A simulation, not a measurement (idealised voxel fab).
This is a process module. Its name is voxel gate over fins.
The cross-section on display is named cut; it measures 235 nm wide, and its cells are 5 nm squares.
Format of a cross-section: grid, square cells. Given as bands. Order: top down. Band: one or more rows of cells. Heights first: top, then bottom, in nm. Then materials, left to right, each with a width in nm. "throughout" on a single material: fills the band edge to edge. "blank": empty space. Heights are measured from 0, the level below which the as-received wafer is all one material; the lowest band has no bottom and continues downward, written as in "0 down". Quick explanation for "30 to 40": the width changes in equal steps down the rows of cells, from the first number in the band's top row to the second number in its bottom row. The designation "remains unaltered", where it is given for a processing step, indicates that no cell of the cross-section was altered in the course of that step. Under "Enclosed internal voids" you'll find the enclosed gaps, the ones with no way out to the top, that are 8 cells or bigger; each reads width x height at distance, with distance counted from the left edge, everything in nm. Where a step's line continues beyond its settings, the continuation is a remark by the simulator itself on that step. The optional step-line setting "overlay nm" applies to steps with a mask and quantifies how far to the right of its planned location the mask lay, a negative value indicating leftward placement.

# The process steps that were planned are listed below
1) RECEIVE, material Si
2) CONFORMAL_DEP, material SiN, thk nm 5
3) MASKED_ETCH, tone cover, mask id FINS, width nm 15, pitch nm 50, etch materials SiN, depth nm 5, overlay nm 0
4) MASKED_ETCH, tone cover, mask id FINS, width nm 15, pitch nm 50, etch materials Si, depth nm 35, overlay nm 0
5) FILL_DEP, material SiO2, thk nm 10
6) CMP, height nm 5
7) DIRECTIONAL_DEP, material aC, thk nm 10
8) PATTERN, tone open, mask id RAIL, material resist, width nm 15, thk nm 30, overlay nm 0
9) DIRECTIONAL_ETCH, etch materials aC, depth nm 10
10) STRIP, etch materials resist
11) DIRECTIONAL_ETCH, etch materials SiO2, depth nm 35
12) STRIP, etch materials aC
13) CONFORMAL_DEP, material TiN, thk nm 5
14) FILL_DEP, material W, thk nm 10
15) CMP, height nm 5
16) SELECTIVE_ETCH, etch materials W Ru TiN, depth nm 20
17) FILL_DEP, material SiO2, thk nm 5
18) CMP, height nm 5
19) SELECTIVE_ETCH, etch materials SiO2, depth nm 15
20) STRIP, etch materials SiN
21) CONFORMAL_DEP, material HfO2, thk nm 5
22) CONFORMAL_DEP, material TiN, thk nm 5
23) CONFORMAL_DEP, material TiAl, thk nm 5
24) CONFORMAL_DEP, material TiN, thk nm 5
25) FILL_DEP, material W, thk nm 15
26) CMP, height nm 30
27) CONFORMAL_DEP, material SiCN, thk nm 10

# On the first of the two wafers: run conducted according to plan

# So this is the incoming wafer in cross-section - it's already been through step 1
* 0 down = Si throughout
* Enclosed internal voids: none

# How the wafer stands in section after step 2
* 5 to 0 = SiN throughout
* Unchanged below 0.

# How the wafer stands in section after step 3
* 5 to 0 = blank 35 nm, SiN 15 nm, blank 35 nm, SiN 15 nm, blank 35 nm, SiN 15 nm, blank 35 nm, SiN 15 nm, blank 35 nm
* Unchanged below 0.

# How the wafer stands in section after step 4
* 5 to 0 = blank 35 nm, SiN 15 nm, blank 35 nm, SiN 15 nm, blank 35 nm, SiN 15 nm, blank 35 nm, SiN 15 nm, blank 35 nm
* 0 to -35 = blank 35 nm, Si 15 nm, blank 35 nm, Si 15 nm, blank 35 nm, Si 15 nm, blank 35 nm, Si 15 nm, blank 35 nm
* Unchanged below -35.

# How the wafer stands in section after step 5
* 15 to 5 = SiO2 throughout
* 5 to 0 = SiO2 35 nm, SiN 15 nm, SiO2 35 nm, SiN 15 nm, SiO2 35 nm, SiN 15 nm, SiO2 35 nm, SiN 15 nm, SiO2 35 nm
* 0 to -35 = SiO2 35 nm, Si 15 nm, SiO2 35 nm, Si 15 nm, SiO2 35 nm, Si 15 nm, SiO2 35 nm, Si 15 nm, SiO2 35 nm
* Unchanged below -35.

# How the wafer stands in section after step 6
* 5 to 0 = SiO2 35 nm, SiN 15 nm, SiO2 35 nm, SiN 15 nm, SiO2 35 nm, SiN 15 nm, SiO2 35 nm, SiN 15 nm, SiO2 35 nm
* Unchanged below 0.

# How the wafer stands in section after step 7
* 15 to 5 = aC throughout
* Unchanged below 5.

# How the wafer stands in section after step 8
* 45 to 15 = resist 60 nm, blank 15 nm, resist 160 nm
* Unchanged below 15.

# How the wafer stands in section after step 9
* 35 to 15 = resist 60 nm, blank 15 nm, resist 160 nm
* 15 to 5 = aC 60 nm, blank 15 nm, aC 160 nm
* Unchanged below 5.

# How the wafer stands in section after step 10
* 15 to 5 = aC 60 nm, blank 15 nm, aC 160 nm
* Unchanged below 5.

# How the wafer stands in section after step 11
* 15 to 5 = aC 60 nm, blank 15 nm, aC 160 nm
* 5 to 0 = SiO2 35 nm, SiN 15 nm, SiO2 10 nm, blank 15 nm, SiO2 10 nm, SiN 15 nm, SiO2 35 nm, SiN 15 nm, SiO2 35 nm, SiN 15 nm, SiO2 35 nm
* 0 to -30 = SiO2 35 nm, Si 15 nm, SiO2 10 nm, blank 15 nm, SiO2 10 nm, Si 15 nm, SiO2 35 nm, Si 15 nm, SiO2 35 nm, Si 15 nm, SiO2 35 nm
* Unchanged below -30.

# How the wafer stands in section after step 12
* 5 to 0 = SiO2 35 nm, SiN 15 nm, SiO2 10 nm, blank 15 nm, SiO2 10 nm, SiN 15 nm, SiO2 35 nm, SiN 15 nm, SiO2 35 nm, SiN 15 nm, SiO2 35 nm
* Unchanged below 0.

# How the wafer stands in section after step 13
* 10 to 5 = TiN 65 nm, blank 5 nm, TiN 165 nm
* 5 to 0 = SiO2 35 nm, SiN 15 nm, SiO2 10 nm, TiN 5 nm, blank 5 nm, TiN 5 nm, SiO2 10 nm, SiN 15 nm, SiO2 35 nm, SiN 15 nm, SiO2 35 nm, SiN 15 nm, SiO2 35 nm
* 0 to -25 = SiO2 35 nm, Si 15 nm, SiO2 10 nm, TiN 5 nm, blank 5 nm, TiN 5 nm, SiO2 10 nm, Si 15 nm, SiO2 35 nm, Si 15 nm, SiO2 35 nm, Si 15 nm, SiO2 35 nm
* -25 to -30 = SiO2 35 nm, Si 15 nm, SiO2 10 nm, TiN 15 nm, SiO2 10 nm, Si 15 nm, SiO2 35 nm, Si 15 nm, SiO2 35 nm, Si 15 nm, SiO2 35 nm
* Unchanged below -30.

# How the wafer stands in section after step 14
* 20 to 10 = W throughout
* 10 to 5 = TiN 65 nm, W 5 nm, TiN 165 nm
* 5 to 0 = SiO2 35 nm, SiN 15 nm, SiO2 10 nm, TiN 5 nm, W 5 nm, TiN 5 nm, SiO2 10 nm, SiN 15 nm, SiO2 35 nm, SiN 15 nm, SiO2 35 nm, SiN 15 nm, SiO2 35 nm
* 0 to -25 = SiO2 35 nm, Si 15 nm, SiO2 10 nm, TiN 5 nm, W 5 nm, TiN 5 nm, SiO2 10 nm, Si 15 nm, SiO2 35 nm, Si 15 nm, SiO2 35 nm, Si 15 nm, SiO2 35 nm
* Unchanged below -25.

# How the wafer stands in section after step 15
* 5 to 0 = SiO2 35 nm, SiN 15 nm, SiO2 10 nm, TiN 5 nm, W 5 nm, TiN 5 nm, SiO2 10 nm, SiN 15 nm, SiO2 35 nm, SiN 15 nm, SiO2 35 nm, SiN 15 nm, SiO2 35 nm
* Unchanged below 0.

# How the wafer stands in section after step 16
* 5 to 0 = SiO2 35 nm, SiN 15 nm, SiO2 10 nm, blank 15 nm, SiO2 10 nm, SiN 15 nm, SiO2 35 nm, SiN 15 nm, SiO2 35 nm, SiN 15 nm, SiO2 35 nm
* 0 to -15 = SiO2 35 nm, Si 15 nm, SiO2 10 nm, blank 15 nm, SiO2 10 nm, Si 15 nm, SiO2 35 nm, Si 15 nm, SiO2 35 nm, Si 15 nm, SiO2 35 nm
* Unchanged below -15.

# How the wafer stands in section after step 17
* 10 to 5 = SiO2 throughout
* 5 to 0 = SiO2 35 nm, SiN 15 nm, SiO2 35 nm, SiN 15 nm, SiO2 35 nm, SiN 15 nm, SiO2 35 nm, SiN 15 nm, SiO2 35 nm
* 0 to -15 = SiO2 35 nm, Si 15 nm, SiO2 35 nm, Si 15 nm, SiO2 35 nm, Si 15 nm, SiO2 35 nm, Si 15 nm, SiO2 35 nm
* Unchanged below -15.

# How the wafer stands in section after step 18
* 5 to 0 = SiO2 35 nm, SiN 15 nm, SiO2 35 nm, SiN 15 nm, SiO2 35 nm, SiN 15 nm, SiO2 35 nm, SiN 15 nm, SiO2 35 nm
* Unchanged below 0.

# How the wafer stands in section after step 19
* 5 to 0 = blank 35 nm, SiN 15 nm, blank 35 nm, SiN 15 nm, blank 35 nm, SiN 15 nm, blank 35 nm, SiN 15 nm, blank 35 nm
* 0 to -10 = blank 35 nm, Si 15 nm, blank 35 nm, Si 15 nm, blank 35 nm, Si 15 nm, blank 35 nm, Si 15 nm, blank 35 nm
* Unchanged below -10.

# How the wafer stands in section after step 20
* 0 to -10 = blank 35 nm, Si 15 nm, blank 35 nm, Si 15 nm, blank 35 nm, Si 15 nm, blank 35 nm, Si 15 nm, blank 35 nm
* Unchanged below -10.

# How the wafer stands in section after step 21
* 5 to 0 = blank 30 nm, HfO2 25 nm, blank 25 nm, HfO2 25 nm, blank 25 nm, HfO2 25 nm, blank 25 nm, HfO2 25 nm, blank 30 nm
* 0 to -5 = blank 30 nm, HfO2 5 nm, Si 15 nm, HfO2 5 nm, blank 25 nm, HfO2 5 nm, Si 15 nm, HfO2 5 nm, blank 25 nm, HfO2 5 nm, Si 15 nm, HfO2 5 nm, blank 25 nm, HfO2 5 nm, Si 15 nm, HfO2 5 nm, blank 30 nm
* -5 to -10 = HfO2 35 nm, Si 15 nm, HfO2 35 nm, Si 15 nm, HfO2 35 nm, Si 15 nm, HfO2 35 nm, Si 15 nm, HfO2 35 nm
* Unchanged below -10.

# How the wafer stands in section after step 22
* 10 to 5 = blank 25 nm, TiN 35 nm, blank 15 nm, TiN 35 nm, blank 15 nm, TiN 35 nm, blank 15 nm, TiN 35 nm, blank 25 nm
* 5 to 0 = blank 25 nm, TiN 5 nm, HfO2 25 nm, TiN 5 nm, blank 15 nm, TiN 5 nm, HfO2 25 nm, TiN 5 nm, blank 15 nm, TiN 5 nm, HfO2 25 nm, TiN 5 nm, blank 15 nm, TiN 5 nm, HfO2 25 nm, TiN 5 nm, blank 25 nm
* 0 to -5 = TiN 30 nm, HfO2 5 nm, Si 15 nm, HfO2 5 nm, TiN 25 nm, HfO2 5 nm, Si 15 nm, HfO2 5 nm, TiN 25 nm, HfO2 5 nm, Si 15 nm, HfO2 5 nm, TiN 25 nm, HfO2 5 nm, Si 15 nm, HfO2 5 nm, TiN 30 nm
* Unchanged below -5.

# How the wafer stands in section after step 23
* 15 to 10 = blank 20 nm, TiAl 45 nm, blank 5 nm, TiAl 45 nm, blank 5 nm, TiAl 45 nm, blank 5 nm, TiAl 45 nm, blank 20 nm
* 10 to 5 = blank 20 nm, TiAl 5 nm, TiN 35 nm, TiAl 5 nm, blank 5 nm, TiAl 5 nm, TiN 35 nm, TiAl 5 nm, blank 5 nm, TiAl 5 nm, TiN 35 nm, TiAl 5 nm, blank 5 nm, TiAl 5 nm, TiN 35 nm, TiAl 5 nm, blank 20 nm
* 5 to 0 = TiAl 25 nm, TiN 5 nm, HfO2 25 nm, TiN 5 nm, TiAl 15 nm, TiN 5 nm, HfO2 25 nm, TiN 5 nm, TiAl 15 nm, TiN 5 nm, HfO2 25 nm, TiN 5 nm, TiAl 15 nm, TiN 5 nm, HfO2 25 nm, TiN 5 nm, TiAl 25 nm
* Unchanged below 0.

# How the wafer stands in section after step 24
* 20 to 15 = blank 15 nm, TiN 205 nm, blank 15 nm
* 15 to 10 = blank 15 nm, TiN 5 nm, TiAl 45 nm, TiN 5 nm, TiAl 45 nm, TiN 5 nm, TiAl 45 nm, TiN 5 nm, TiAl 45 nm, TiN 5 nm, blank 15 nm
* 10 to 5 = TiN 20 nm, TiAl 5 nm, TiN 35 nm, TiAl 5 nm, TiN 5 nm, TiAl 5 nm, TiN 35 nm, TiAl 5 nm, TiN 5 nm, TiAl 5 nm, TiN 35 nm, TiAl 5 nm, TiN 5 nm, TiAl 5 nm, TiN 35 nm, TiAl 5 nm, TiN 20 nm
* Unchanged below 5.

# How the wafer stands in section after step 25
* 35 to 20 = W throughout
* 20 to 15 = W 15 nm, TiN 205 nm, W 15 nm
* 15 to 10 = W 15 nm, TiN 5 nm, TiAl 45 nm, TiN 5 nm, TiAl 45 nm, TiN 5 nm, TiAl 45 nm, TiN 5 nm, TiAl 45 nm, TiN 5 nm, W 15 nm
* Unchanged below 10.

# How the wafer stands in section after step 26
* 30 to 20 = W throughout
* Unchanged below 20.

# How the wafer stands in section after step 27
* 40 to 30 = SiCN throughout
* Unchanged below 30.

# It is to be noted that the second wafer proceeded from the same initial state and according to the same plan as the first, although one mistake was committed in its execution; through step 18, inclusive, the two wafers share an identical history

# X-section, second wafer, when step 19 was due to finish
* 5 to 0 = SiO2 35 nm, blank 15 nm, SiO2 35 nm, blank 15 nm, SiO2 35 nm, blank 15 nm, SiO2 35 nm, blank 15 nm, SiO2 35 nm
* Unchanged below 0.

# X-section, second wafer, when step 20 was due to finish
* 0 to -10 = blank 35 nm, Si 15 nm, blank 35 nm, Si 15 nm, blank 35 nm, Si 15 nm, blank 35 nm, Si 15 nm, blank 35 nm
* -10 to -15 = SiO2 20 nm, blank 15 nm, Si 15 nm, blank 15 nm, SiO2 5 nm, blank 15 nm, Si 15 nm, blank 15 nm, SiO2 5 nm, blank 15 nm, Si 15 nm, blank 15 nm, SiO2 5 nm, blank 15 nm, Si 15 nm, blank 15 nm, SiO2 20 nm
* Unchanged below -15.

# X-section, second wafer, when step 21 was due to finish
* 5 to 0 = blank 30 nm, HfO2 25 nm, blank 25 nm, HfO2 25 nm, blank 25 nm, HfO2 25 nm, blank 25 nm, HfO2 25 nm, blank 30 nm
* 0 to -5 = blank 30 nm, HfO2 5 nm, Si 15 nm, HfO2 5 nm, blank 25 nm, HfO2 5 nm, Si 15 nm, HfO2 5 nm, blank 25 nm, HfO2 5 nm, Si 15 nm, HfO2 5 nm, blank 25 nm, HfO2 5 nm, Si 15 nm, HfO2 5 nm, blank 30 nm
* -5 to -10 = HfO2 25 nm, blank 5 nm, HfO2 5 nm, Si 15 nm, HfO2 5 nm, blank 5 nm, HfO2 15 nm, blank 5 nm, HfO2 5 nm, Si 15 nm, HfO2 5 nm, blank 5 nm, HfO2 15 nm, blank 5 nm, HfO2 5 nm, Si 15 nm, HfO2 5 nm, blank 5 nm, HfO2 15 nm, blank 5 nm, HfO2 5 nm, Si 15 nm, HfO2 5 nm, blank 5 nm, HfO2 25 nm
* -10 to -15 = SiO2 20 nm, HfO2 15 nm, Si 15 nm, HfO2 15 nm, SiO2 5 nm, HfO2 15 nm, Si 15 nm, HfO2 15 nm, SiO2 5 nm, HfO2 15 nm, Si 15 nm, HfO2 15 nm, SiO2 5 nm, HfO2 15 nm, Si 15 nm, HfO2 15 nm, SiO2 20 nm
* Unchanged below -15.

# X-section, second wafer, when step 22 was due to finish
* 10 to 5 = blank 25 nm, TiN 35 nm, blank 15 nm, TiN 35 nm, blank 15 nm, TiN 35 nm, blank 15 nm, TiN 35 nm, blank 25 nm
* 5 to 0 = blank 25 nm, TiN 5 nm, HfO2 25 nm, TiN 5 nm, blank 15 nm, TiN 5 nm, HfO2 25 nm, TiN 5 nm, blank 15 nm, TiN 5 nm, HfO2 25 nm, TiN 5 nm, blank 15 nm, TiN 5 nm, HfO2 25 nm, TiN 5 nm, blank 25 nm
* 0 to -5 = TiN 30 nm, HfO2 5 nm, Si 15 nm, HfO2 5 nm, TiN 25 nm, HfO2 5 nm, Si 15 nm, HfO2 5 nm, TiN 25 nm, HfO2 5 nm, Si 15 nm, HfO2 5 nm, TiN 25 nm, HfO2 5 nm, Si 15 nm, HfO2 5 nm, TiN 30 nm
* -5 to -10 = HfO2 25 nm, TiN 5 nm, HfO2 5 nm, Si 15 nm, HfO2 5 nm, TiN 5 nm, HfO2 15 nm, TiN 5 nm, HfO2 5 nm, Si 15 nm, HfO2 5 nm, TiN 5 nm, HfO2 15 nm, TiN 5 nm, HfO2 5 nm, Si 15 nm, HfO2 5 nm, TiN 5 nm, HfO2 15 nm, TiN 5 nm, HfO2 5 nm, Si 15 nm, HfO2 5 nm, TiN 5 nm, HfO2 25 nm
* Unchanged below -10.

# X-section, second wafer, when step 23 was due to finish
* 15 to 10 = blank 20 nm, TiAl 45 nm, blank 5 nm, TiAl 45 nm, blank 5 nm, TiAl 45 nm, blank 5 nm, TiAl 45 nm, blank 20 nm
* 10 to 5 = blank 20 nm, TiAl 5 nm, TiN 35 nm, TiAl 5 nm, blank 5 nm, TiAl 5 nm, TiN 35 nm, TiAl 5 nm, blank 5 nm, TiAl 5 nm, TiN 35 nm, TiAl 5 nm, blank 5 nm, TiAl 5 nm, TiN 35 nm, TiAl 5 nm, blank 20 nm
* 5 to 0 = TiAl 25 nm, TiN 5 nm, HfO2 25 nm, TiN 5 nm, TiAl 15 nm, TiN 5 nm, HfO2 25 nm, TiN 5 nm, TiAl 15 nm, TiN 5 nm, HfO2 25 nm, TiN 5 nm, TiAl 15 nm, TiN 5 nm, HfO2 25 nm, TiN 5 nm, TiAl 25 nm
* Unchanged below 0.

# X-section, second wafer, when step 24 was due to finish
* 20 to 15 = blank 15 nm, TiN 205 nm, blank 15 nm
* 15 to 10 = blank 15 nm, TiN 5 nm, TiAl 45 nm, TiN 5 nm, TiAl 45 nm, TiN 5 nm, TiAl 45 nm, TiN 5 nm, TiAl 45 nm, TiN 5 nm, blank 15 nm
* 10 to 5 = TiN 20 nm, TiAl 5 nm, TiN 35 nm, TiAl 5 nm, TiN 5 nm, TiAl 5 nm, TiN 35 nm, TiAl 5 nm, TiN 5 nm, TiAl 5 nm, TiN 35 nm, TiAl 5 nm, TiN 5 nm, TiAl 5 nm, TiN 35 nm, TiAl 5 nm, TiN 20 nm
* Unchanged below 5.

# X-section, second wafer, when step 25 was due to finish
* 35 to 20 = W throughout
* 20 to 15 = W 15 nm, TiN 205 nm, W 15 nm
* 15 to 10 = W 15 nm, TiN 5 nm, TiAl 45 nm, TiN 5 nm, TiAl 45 nm, TiN 5 nm, TiAl 45 nm, TiN 5 nm, TiAl 45 nm, TiN 5 nm, W 15 nm
* Unchanged below 10.

# X-section, second wafer, when step 26 was due to finish
* 30 to 20 = W throughout
* Unchanged below 20.

# X-section, second wafer, when step 27 was due to finish
* 40 to 30 = SiCN throughout
* Unchanged below 30.
Run error: steps 19 and 20 were swapped
At the finish, the second wafer shows more or fewer cells for some materials than the first does: 16 more of HfO2 | 24 fewer of SiO2 | 8 more of TiN
